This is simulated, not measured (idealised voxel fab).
Name of the process module below: voxel self aligned contacts
We display cut, a cross-section 205 nm in width whose square cells are each 5 nm.
When this document writes out a cross-section, it uses a grid of square cells and lists it as bands, beginning at the top and moving down, with a band standing for one or more rows of cells.
Top height, bottom height, nm. Materials left to right, width each, nm. Single material + "throughout" = fills band edge to edge. "air" = empty.
Height datum 0, below which the as-received substrate wafer is one material. Lowest band open at the bottom, running downward: "0 nm and below".
The notation "30 to 40" denotes a width that varies across the rows of cells in the band, beginning at the first number in the top row, finishing at the second number in the bottom row, and changing by an identical amount from each row to the next.
What does "nothing changed" mean for a step? It means no cell of the cross-section changed in that step.
The entry titled "Voids, fully enclosed" provides the empty spaces that have no open way to the top, restricted to those of 8 cells or more. Each is presented as width x height at distance, the distance being measured from the left edge, with all three in nm.
If you see something after the settings on a step's line, that's the simulator's own remark about that step.
You can add "overlay nm" to a step's line. For a step with a mask, it describes how far the mask lay to the right of its planned position, and a negative number describes a lay to the left.

STEPS IN THE PROCESS PLAN
1. RECEIVE [material Si]
2. CONFORMAL_DEP [material SiO2] [thk nm 5]
3. DIRECTIONAL_DEP [material polySi] [thk nm 20]
4. DIRECTIONAL_DEP [material SiN] [thk nm 20]
5. MASKED_ETCH [tone cover] [mask id GATE] [width nm 35] [pitch nm 70] [etch materials SiN] [depth nm 20] [overlay nm 0]
6. MASKED_ETCH [tone cover] [mask id GATE] [width nm 35] [pitch nm 70] [etch materials polySi] [depth nm 20] [overlay nm 0]
7. CONFORMAL_DEP [material SiN] [thk nm 10]
8. DIRECTIONAL_ETCH [etch materials SiN] [depth nm 10]
9. FILL_DEP [material SiO2] [thk nm 10]
10. CMP [height nm 50]
11. PATTERN [tone open] [mask id CONTACT] [material resist] [width nm 45] [pitch nm 70] [thk nm 20] [overlay nm 0]
12. DIRECTIONAL_ETCH [etch materials SiO2] [depth nm 50]
13. STRIP [etch materials resist]
14. CONFORMAL_DEP [material TiN] [thk nm 5]
15. FILL_DEP [material Ru] [thk nm 10]
16. CMP [height nm 50]
17. CONFORMAL_DEP [material SiCN] [thk nm 5]

OF TWO WAFERS, THE FIRST: RUN ACCORDING TO PLAN

SHOWN IN CROSS-SECTION IS THE WAFER AS RECEIVED, THAT IS, AS IT STANDS AFTER STEP 1
> 0 nm and below  Si throughout
> Voids, fully enclosed: none

CROSS-SECTION: WAFER STATE AFTER STEP 2
> 5 nm to 0 nm  SiO2 throughout
> Beneath the level 0, the cross-section is identical to its previous state.

CROSS-SECTION: WAFER STATE AFTER STEP 3
> 25 nm to 5 nm  polySi throughout
> Beneath the level 5, the cross-section is identical to its previous state.

CROSS-SECTION: WAFER STATE AFTER STEP 4
> 45 nm to 25 nm  SiN throughout
> Beneath the level 25, the cross-section is identical to its previous state.

CROSS-SECTION: WAFER STATE AFTER STEP 5
> 45 nm to 25 nm  15 air, 35 SiN, 35 air, 35 SiN, 35 air, 35 SiN, 15 air
> Beneath the level 25, the cross-section is identical to its previous state.

CROSS-SECTION: WAFER STATE AFTER STEP 6
> 45 nm to 25 nm  15 air, 35 SiN, 35 air, 35 SiN, 35 air, 35 SiN, 15 air
> 25 nm to 5 nm  15 air, 35 polySi, 35 air, 35 polySi, 35 air, 35 polySi, 15 air
> Beneath the level 5, the cross-section is identical to its previous state.

CROSS-SECTION: WAFER STATE AFTER STEP 7
> 55 nm to 25 nm  5 air, 55 SiN, 15 air, 55 SiN, 15 air, 55 SiN, 5 air
> 25 nm to 15 nm  5 air, 10 SiN, 35 polySi, 10 SiN, 15 air, 10 SiN, 35 polySi, 10 SiN, 15 air, 10 SiN, 35 polySi, 10 SiN, 5 air
> 15 nm to 5 nm  15 SiN, 35 polySi, 35 SiN, 35 polySi, 35 SiN, 35 polySi, 15 SiN
> Beneath the level 5, the cross-section is identical to its previous state.

CROSS-SECTION: WAFER STATE AFTER STEP 8
> 45 nm to 25 nm  5 air, 55 SiN, 15 air, 55 SiN, 15 air, 55 SiN, 5 air
> 25 nm to 5 nm  5 air, 10 SiN, 35 polySi, 10 SiN, 15 air, 10 SiN, 35 polySi, 10 SiN, 15 air, 10 SiN, 35 polySi, 10 SiN, 5 air
> Beneath the level 5, the cross-section is identical to its previous state.

CROSS-SECTION: WAFER STATE AFTER STEP 9
> 55 nm to 45 nm  SiO2 throughout
> 45 nm to 25 nm  5 SiO2, 55 SiN, 15 SiO2, 55 SiN, 15 SiO2, 55 SiN, 5 SiO2
> 25 nm to 5 nm  5 SiO2, 10 SiN, 35 polySi, 10 SiN, 15 SiO2, 10 SiN, 35 polySi, 10 SiN, 15 SiO2, 10 SiN, 35 polySi, 10 SiN, 5 SiO2
> Beneath the level 5, the cross-section is identical to its previous state.

CROSS-SECTION: WAFER STATE AFTER STEP 10
> 50 nm to 45 nm  SiO2 throughout
> Beneath the level 45, the cross-section is identical to its previous state.

CROSS-SECTION: WAFER STATE AFTER STEP 11
> 70 nm to 50 nm  45 resist, 45 air, 25 resist, 45 air, 45 resist
> Beneath the level 50, the cross-section is identical to its previous state.

CROSS-SECTION: WAFER STATE AFTER STEP 12
> 70 nm to 50 nm  45 resist, 45 air, 25 resist, 45 air, 45 resist
> 50 nm to 45 nm  45 SiO2, 45 air, 25 SiO2, 45 air, 45 SiO2
> 45 nm to 25 nm  5 SiO2, 55 SiN, 15 air, 55 SiN, 15 air, 55 SiN, 5 SiO2
> 25 nm to 5 nm  5 SiO2, 10 SiN, 35 polySi, 10 SiN, 15 air, 10 SiN, 35 polySi, 10 SiN, 15 air, 10 SiN, 35 polySi, 10 SiN, 5 SiO2
> 5 nm to 0 nm  60 SiO2, 15 air, 55 SiO2, 15 air, 60 SiO2
> Beneath the level 0, the cross-section is identical to its previous state.

CROSS-SECTION: WAFER STATE AFTER STEP 13
> 50 nm to 45 nm  45 SiO2, 45 air, 25 SiO2, 45 air, 45 SiO2
> Beneath the level 45, the cross-section is identical to its previous state.

CROSS-SECTION: WAFER STATE AFTER STEP 14
> 55 nm to 50 nm  50 TiN, 35 air, 35 TiN, 35 air, 50 TiN
> 50 nm to 45 nm  45 SiO2, 20 TiN, 5 air, 20 TiN, 25 SiO2, 20 TiN, 5 air, 20 TiN, 45 SiO2
> 45 nm to 25 nm  5 SiO2, 55 SiN, 5 TiN, 5 air, 5 TiN, 55 SiN, 5 TiN, 5 air, 5 TiN, 55 SiN, 5 SiO2
> 25 nm to 5 nm  5 SiO2, 10 SiN, 35 polySi, 10 SiN, 5 TiN, 5 air, 5 TiN, 10 SiN, 35 polySi, 10 SiN, 5 TiN, 5 air, 5 TiN, 10 SiN, 35 polySi, 10 SiN, 5 SiO2
> 5 nm to 0 nm  60 SiO2, 15 TiN, 55 SiO2, 15 TiN, 60 SiO2
> Beneath the level 0, the cross-section is identical to its previous state.

CROSS-SECTION: WAFER STATE AFTER STEP 15
> 65 nm to 55 nm  Ru throughout
> 55 nm to 50 nm  50 TiN, 35 Ru, 35 TiN, 35 Ru, 50 TiN
> 50 nm to 45 nm  45 SiO2, 20 TiN, 5 Ru, 20 TiN, 25 SiO2, 20 TiN, 5 Ru, 20 TiN, 45 SiO2
> 45 nm to 25 nm  5 SiO2, 55 SiN, 5 TiN, 5 Ru, 5 TiN, 55 SiN, 5 TiN, 5 Ru, 5 TiN, 55 SiN, 5 SiO2
> 25 nm to 5 nm  5 SiO2, 10 SiN, 35 polySi, 10 SiN, 5 TiN, 5 Ru, 5 TiN, 10 SiN, 35 polySi, 10 SiN, 5 TiN, 5 Ru, 5 TiN, 10 SiN, 35 polySi, 10 SiN, 5 SiO2
> Beneath the level 5, the cross-section is identical to its previous state.

CROSS-SECTION: WAFER STATE AFTER STEP 16
> 50 nm to 45 nm  45 SiO2, 20 TiN, 5 Ru, 20 TiN, 25 SiO2, 20 TiN, 5 Ru, 20 TiN, 45 SiO2
> Beneath the level 45, the cross-section is identical to its previous state.

CROSS-SECTION: WAFER STATE AFTER STEP 17
> 55 nm to 50 nm  SiCN throughout
> Beneath the level 50, the cross-section is identical to its previous state.

REGARDING THE SECOND OF THE TWO WAFERS: IT SHARED THE FIRST WAFER'S STARTING CONDITION AND PROCESS PLAN, YET ONE ERROR OCCURRED DURING ITS EXECUTION. ITS HISTORY COINCIDES WITH THAT OF THE FIRST WAFER UP TO AND INCLUDING STEP 10

CROSS-SECTION OF THE SECOND WAFER WHEN, ACCORDING TO PLAN, STEP 11 SHOULD HAVE FINISHED
> 70 nm to 50 nm  45 air, 45 resist, 25 air, 45 resist, 45 air
> Beneath the level 50, the cross-section is identical to its previous state.

CROSS-SECTION OF THE SECOND WAFER WHEN, ACCORDING TO PLAN, STEP 12 SHOULD HAVE FINISHED
> 70 nm to 50 nm  45 air, 45 resist, 25 air, 45 resist, 45 air
> 50 nm to 45 nm  45 air, 45 SiO2, 25 air, 45 SiO2, 45 air
> 45 nm to 25 nm  5 air, 55 SiN, 15 SiO2, 55 SiN, 15 SiO2, 55 SiN, 5 air
> 25 nm to 5 nm  5 air, 10 SiN, 35 polySi, 10 SiN, 15 SiO2, 10 SiN, 35 polySi, 10 SiN, 15 SiO2, 10 SiN, 35 polySi, 10 SiN, 5 air
> 5 nm to 0 nm  5 air, 195 SiO2, 5 air
> Beneath the level 0, the cross-section is identical to its previous state.

CROSS-SECTION OF THE SECOND WAFER WHEN, ACCORDING TO PLAN, STEP 13 SHOULD HAVE FINISHED
> 50 nm to 45 nm  45 air, 45 SiO2, 25 air, 45 SiO2, 45 air
> Beneath the level 45, the cross-section is identical to its previous state.

CROSS-SECTION OF THE SECOND WAFER WHEN, ACCORDING TO PLAN, STEP 14 SHOULD HAVE FINISHED
> 55 nm to 50 nm  40 air, 55 TiN, 15 air, 55 TiN, 40 air
> 50 nm to 45 nm  45 TiN, 45 SiO2, 25 TiN, 45 SiO2, 45 TiN
> 45 nm to 25 nm  5 TiN, 55 SiN, 15 SiO2, 55 SiN, 15 SiO2, 55 SiN, 5 TiN
> 25 nm to 5 nm  5 TiN, 10 SiN, 35 polySi, 10 SiN, 15 SiO2, 10 SiN, 35 polySi, 10 SiN, 15 SiO2, 10 SiN, 35 polySi, 10 SiN, 5 TiN
> 5 nm to 0 nm  5 TiN, 195 SiO2, 5 TiN
> Beneath the level 0, the cross-section is identical to its previous state.

CROSS-SECTION OF THE SECOND WAFER WHEN, ACCORDING TO PLAN, STEP 15 SHOULD HAVE FINISHED
> 65 nm to 55 nm  Ru throughout
> 55 nm to 50 nm  40 Ru, 55 TiN, 15 Ru, 55 TiN, 40 Ru
> Beneath the level 50, the cross-section is identical to its previous state.

CROSS-SECTION OF THE SECOND WAFER WHEN, ACCORDING TO PLAN, STEP 16 SHOULD HAVE FINISHED
> 50 nm to 45 nm  45 TiN, 45 SiO2, 25 TiN, 45 SiO2, 45 TiN
> Beneath the level 45, the cross-section is identical to its previous state.

CROSS-SECTION OF THE SECOND WAFER WHEN, ACCORDING TO PLAN, STEP 17 SHOULD HAVE FINISHED
> 55 nm to 50 nm  SiCN throughout
> Beneath the level 50, the cross-section is identical to its previous state.
Which mistake was made when the wafer was run? contrary to plan, step 11 was performed as PATTERN [tone cover] [mask id CONTACT] [material resist] [width nm 45] [pitch nm 70] [thk nm 20] [overlay nm 0]
Wrapping up, a cell-based count of both wafers puts the second over or under the first for these materials: 18 fewer of Ru; 31 more of SiO2; 13 fewer of TiN
